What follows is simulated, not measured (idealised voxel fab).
process module | voxel transistor to metal
cross-section cut | 215 nm wide | cells 5 nm
A cross-section is a grid of square cells, given in bands from the top down. A band is one or more rows of cells.
Each band's line starts with the height of the band's top and of its bottom, in nm. Then come its materials from left to right, each with its width in nm. One material with "throughout" fills the band from edge to edge. "air" is empty space.
Height 0 is the level under which the wafer as received is all one material. The lowest band goes on downwards, as in "0 down".
A width such as "30 to 40" changes by the same amount from each row of cells to the next, from the band's top row to its bottom row.
"no change" after a step means that no cell of the cross-section changed.
closed voids: empty space of 8 cells or more with no open way to the top, each as width x height at its distance from the left edge, in nm
after a step's settings: what the simulator itself notes on the step
overlay nm, on a step with a mask: how far to the right of its planned place the mask lay; to the left if negative
plan
1 op RECEIVE | material Si
2 op OXIDIZE | depth nm 5
3 op CONFORMAL_DEP | material SiN | thk nm 15
4 op MASKED_ETCH | tone cover | mask id ACTIVE | width nm 95 | etch materials SiN | depth nm 15 | overlay nm 0
5 op MASKED_ETCH | tone cover | mask id ACTIVE | width nm 95 | etch materials SiO2 | depth nm 5 | overlay nm 0
6 op MASKED_ETCH | tone cover | mask id ACTIVE | width nm 95 | etch materials Si | depth nm 35 | overlay nm 0
7 op OXIDIZE | depth nm 5
8 op FILL_DEP | material SiO2 | thk nm 10
9 op CMP | height nm 15
10 op SELECTIVE_ETCH | etch materials SiO2 | depth nm 5
11 op STRIP | etch materials SiN
12 op SELECTIVE_ETCH | etch materials SiO2 | depth nm 5
13 op OXIDIZE | depth nm 5
14 op DIRECTIONAL_DEP | material polySi | thk nm 30
15 op DIRECTIONAL_DEP | material SiCN | thk nm 15
16 op MASKED_ETCH | tone cover | mask id GATE | width nm 15 | etch materials SiCN | depth nm 25 | overlay nm 0
17 op MASKED_ETCH | tone cover | mask id GATE | width nm 15 | etch materials polySi | depth nm 40 | overlay nm 0
18 op CONFORMAL_DEP | material SiO2 | thk nm 5
19 op DIRECTIONAL_ETCH | etch materials SiO2 | depth nm 5
20 op CONFORMAL_DEP | material SiN | thk nm 5
21 op DIRECTIONAL_ETCH | etch materials SiN | depth nm 5
22 op DIRECTIONAL_ETCH | etch materials SiO2 | depth nm 5
23 op DIRECTIONAL_ETCH | etch materials Si | depth nm 15
24 op EPI | material SiGe | thk nm 20
25 op FILL_DEP | material SiO2 | thk nm 10
26 op CMP | height nm 40
27 op DIRECTIONAL_DEP | material SiO2 | thk nm 15
28 op MASKED_ETCH | tone open | mask id CONTACT | width nm 25 | pitch nm 50 | etch materials SiO2 | depth nm 45 | overlay nm 0
29 op CONFORMAL_DEP | material TiN | thk nm 5
30 op FILL_DEP | material Ru | thk nm 10
31 op CMP | height nm 55
32 op CONFORMAL_DEP | material SiN | thk nm 5
33 op DIRECTIONAL_DEP | material lowk | thk nm 15
34 op PATTERN | tone open | mask id METAL_1 | material resist | width nm 15 | pitch nm 60 | thk nm 20 | overlay nm 0
35 op DIRECTIONAL_ETCH | etch materials lowk | depth nm 15
36 op DIRECTIONAL_ETCH | etch materials SiN | depth nm 5
37 op STRIP | etch materials resist
38 op CONFORMAL_DEP | material TiN | thk nm 5
39 op FILL_DEP | material W | thk nm 5
40 op CMP | height nm 75
41 op EPI | material Ru | thk nm 5
42 op FILL_DEP | material SiCN | thk nm 5
as received, after step 1
  0 down: Si throughout
  closed voids: none
a wafer at the end: this start, this plan, one mistake
  85 to 80: SiCN throughout
  80 to 75: SiCN 65 | Ru 25 | SiCN 35 | Ru 25 | SiCN 65
  75 to 70: SiN 70 | TiN 15 | SiN 45 | TiN 15 | SiN 70
  70 to 60: Ru throughout
  60 to 55: TiN 75 | Ru 15 | TiN 35 | Ru 15 | TiN 75
  55 to 45: SiO2 70 | TiN 5 | Ru 15 | TiN 5 | SiO2 25 | TiN 5 | Ru 15 | TiN 5 | SiO2 70
  45 to 40: SiO2 70 | TiN 5 | Ru 10 | TiN 10 | SiO2 25 | TiN 10 | Ru 10 | TiN 5 | SiO2 70
  40 to 25: SiO2 70 | TiN 5 | Ru 10 | TiN 5 | SiN 5 | SiO2 5 | SiCN 15 | SiO2 5 | SiN 5 | TiN 5 | Ru 10 | TiN 5 | SiO2 70
  25 to 15: SiO2 70 | TiN 5 | Ru 10 | TiN 5 | SiN 5 | SiO2 5 | polySi 15 | SiO2 5 | SiN 5 | TiN 5 | Ru 10 | TiN 5 | SiO2 70
  15 to 10: SiO2 70 | TiN 20 | SiN 5 | SiO2 5 | polySi 15 | SiO2 5 | SiN 5 | TiN 20 | SiO2 70
  10 to 5: SiO2 70 | SiGe 20 | SiN 5 | SiO2 5 | polySi 15 | SiO2 5 | SiN 5 | SiGe 20 | SiO2 70
  5 to -5: SiO2 60 | SiN 5 | SiO2 5 | SiGe 20 | SiN 5 | SiO2 5 | polySi 15 | SiO2 5 | SiN 5 | SiGe 20 | SiO2 5 | SiN 5 | SiO2 60
  -5 to -10: SiO2 65 | SiGe 25 | SiO2 35 | SiGe 25 | SiO2 65
  -10 to -25: SiO2 65 | SiGe 25 | Si 35 | SiGe 25 | SiO2 65
  -25 to -45: SiO2 65 | Si 85 | SiO2 65
  -45 down: Si throughout
  closed voids: none
what went wrong: step 31 was left out
